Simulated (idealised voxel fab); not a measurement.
process module | voxel self aligned vias
cross-section cut | 300 nm wide | cells 5 nm
A cross-section is a grid of square cells, given in bands from the top down. A band is one or more rows of cells.
Each band's line starts with the height of the band's top and of its bottom, in nm. Then come its materials from left to right, each with its width in nm. One material with "throughout" fills the band from edge to edge. "air" is empty space.
Height 0 is the level under which the wafer as received is all one material. The lowest band goes on downwards, as in "0 down".
A width such as "30 to 40" changes by the same amount from each row of cells to the next, from the band's top row to its bottom row.
"no change" after a step means that no cell of the cross-section changed.
closed voids: empty space of 8 cells or more with no open way to the top, each as width x height at its distance from the left edge, in nm
after a step's settings: what the simulator itself notes on the step
overlay nm, on a step with a mask: how far to the right of its planned place the mask lay; to the left if negative
plan
1 op RECEIVE | material Si
2 op CONFORMAL_DEP | material SiO2 | thk nm 10
3 op CONFORMAL_DEP | material SiCN | thk nm 5
4 op DIRECTIONAL_DEP | material lowk | thk nm 25
5 op PATTERN | tone open | mask id LINES | material resist | width nm 25 | pitch nm 50 | thk nm 20 | overlay nm 0
6 op DIRECTIONAL_ETCH | etch materials lowk | depth nm 25
7 op STRIP | etch materials resist
8 op CONFORMAL_DEP | material TiN | thk nm 5
9 op FILL_DEP | material W | thk nm 5
10 op CMP | height nm 40
11 op SELECTIVE_ETCH | etch materials W Ru TiN | depth nm 5
12 op FILL_DEP | material SiN | thk nm 10
13 op CMP | height nm 40
14 op DIRECTIONAL_DEP | material lowk | thk nm 15
15 op MASKED_ETCH | tone open | mask id VIAS | width nm 35 | pitch nm 50 | etch materials lowk | depth nm 15 | overlay nm 0
16 op MASKED_ETCH | tone open | mask id VIAS | width nm 35 | pitch nm 50 | etch materials SiN | depth nm 5 | overlay nm 0
17 op CONFORMAL_DEP | material TiN | thk nm 5
18 op FILL_DEP | material Cu | thk nm 10
19 op CMP | height nm 55
20 op CONFORMAL_DEP | material SiN | thk nm 5
first wafer, as planned
as received, after step 1
  0 down: Si throughout
  closed voids: none
after step 2
  10 to 0: SiO2 throughout
  below 0: unchanged
after step 3
  15 to 10: SiCN throughout
  below 10: unchanged
after step 4
  40 to 15: lowk throughout
  below 15: unchanged
after step 5
  60 to 40: resist 110 | air 25 | resist 25 | air 25 | resist 115
  below 40: unchanged
after step 6
  60 to 40: resist 110 | air 25 | resist 25 | air 25 | resist 115
  40 to 15: lowk 110 | air 25 | lowk 25 | air 25 | lowk 115
  below 15: unchanged
after step 7
  40 to 15: lowk 110 | air 25 | lowk 25 | air 25 | lowk 115
  below 15: unchanged
after step 8
  45 to 40: TiN 115 | air 15 | TiN 35 | air 15 | TiN 120
  40 to 20: lowk 110 | TiN 5 | air 15 | TiN 5 | lowk 25 | TiN 5 | air 15 | TiN 5 | lowk 115
  20 to 15: lowk 110 | TiN 25 | lowk 25 | TiN 25 | lowk 115
  below 15: unchanged
after step 9
  50 to 45: W throughout
  45 to 40: TiN 115 | W 15 | TiN 35 | W 15 | TiN 120
  40 to 20: lowk 110 | TiN 5 | W 15 | TiN 5 | lowk 25 | TiN 5 | W 15 | TiN 5 | lowk 115
  below 20: unchanged
after step 10
  40 to 20: lowk 110 | TiN 5 | W 15 | TiN 5 | lowk 25 | TiN 5 | W 15 | TiN 5 | lowk 115
  below 20: unchanged
after step 11
  40 to 35: lowk 110 | air 25 | lowk 25 | air 25 | lowk 115
  below 35: unchanged
after step 12
  50 to 40: SiN throughout
  40 to 35: lowk 110 | SiN 25 | lowk 25 | SiN 25 | lowk 115
  below 35: unchanged
after step 13
  40 to 35: lowk 110 | SiN 25 | lowk 25 | SiN 25 | lowk 115
  below 35: unchanged
after step 14
  55 to 40: lowk throughout
  below 40: unchanged
after step 15
  55 to 40: lowk 105 | air 35 | lowk 15 | air 35 | lowk 110
  below 40: unchanged
after step 16
  55 to 40: lowk 105 | air 35 | lowk 15 | air 35 | lowk 110
  40 to 35: lowk 110 | air 25 | lowk 25 | air 25 | lowk 115
  below 35: unchanged
after step 17
  60 to 55: TiN 110 | air 25 | TiN 25 | air 25 | TiN 115
  55 to 45: lowk 105 | TiN 5 | air 25 | TiN 5 | lowk 15 | TiN 5 | air 25 | TiN 5 | lowk 110
  45 to 40: lowk 105 | TiN 10 | air 15 | TiN 10 | lowk 15 | TiN 10 | air 15 | TiN 10 | lowk 110
  40 to 35: lowk 110 | TiN 25 | lowk 25 | TiN 25 | lowk 115
  below 35: unchanged
after step 18
  70 to 60: Cu throughout
  60 to 55: TiN 110 | Cu 25 | TiN 25 | Cu 25 | TiN 115
  55 to 45: lowk 105 | TiN 5 | Cu 25 | TiN 5 | lowk 15 | TiN 5 | Cu 25 | TiN 5 | lowk 110
  45 to 40: lowk 105 | TiN 10 | Cu 15 | TiN 10 | lowk 15 | TiN 10 | Cu 15 | TiN 10 | lowk 110
  below 40: unchanged
after step 19
  55 to 45: lowk 105 | TiN 5 | Cu 25 | TiN 5 | lowk 15 | TiN 5 | Cu 25 | TiN 5 | lowk 110
  below 45: unchanged
after step 20
  60 to 55: SiN throughout
  below 55: unchanged
second wafer: like start, like plan, one mistake. Through step 14 it matches the first wafer
when step 15 should have ended
  55 to 40: lowk 105 | air 35 | lowk 15 | air 35 | lowk 110
  40 to 35: lowk 105 | air 5 | SiN 25 | air 5 | lowk 15 | air 5 | SiN 25 | air 5 | lowk 110
  35 to 25: lowk 105 | air 5 | TiN 5 | W 15 | TiN 5 | air 5 | lowk 15 | air 5 | TiN 5 | W 15 | TiN 5 | air 5 | lowk 110
  below 25: unchanged
when step 16 should have ended
  55 to 35: lowk 105 | air 35 | lowk 15 | air 35 | lowk 110
  below 35: unchanged
when step 17 should have ended
  60 to 55: TiN 110 | air 25 | TiN 25 | air 25 | TiN 115
  55 to 40: lowk 105 | TiN 5 | air 25 | TiN 5 | lowk 15 | TiN 5 | air 25 | TiN 5 | lowk 110
  40 to 35: lowk 105 | TiN 35 | lowk 15 | TiN 35 | lowk 110
  35 to 25: lowk 105 | TiN 10 | W 15 | TiN 10 | lowk 15 | TiN 10 | W 15 | TiN 10 | lowk 110
  below 25: unchanged
when step 18 should have ended
  70 to 60: Cu throughout
  60 to 55: TiN 110 | Cu 25 | TiN 25 | Cu 25 | TiN 115
  55 to 40: lowk 105 | TiN 5 | Cu 25 | TiN 5 | lowk 15 | TiN 5 | Cu 25 | TiN 5 | lowk 110
  below 40: unchanged
when step 19 should have ended
  55 to 40: lowk 105 | TiN 5 | Cu 25 | TiN 5 | lowk 15 | TiN 5 | Cu 25 | TiN 5 | lowk 110
  below 40: unchanged
when step 20 should have ended
  60 to 55: SiN throughout
  below 55: unchanged
what went wrong: step 15 was run twice
at the end the second wafer has, in cells: 4 more of Cu | 8 more of TiN | 12 fewer of lowk
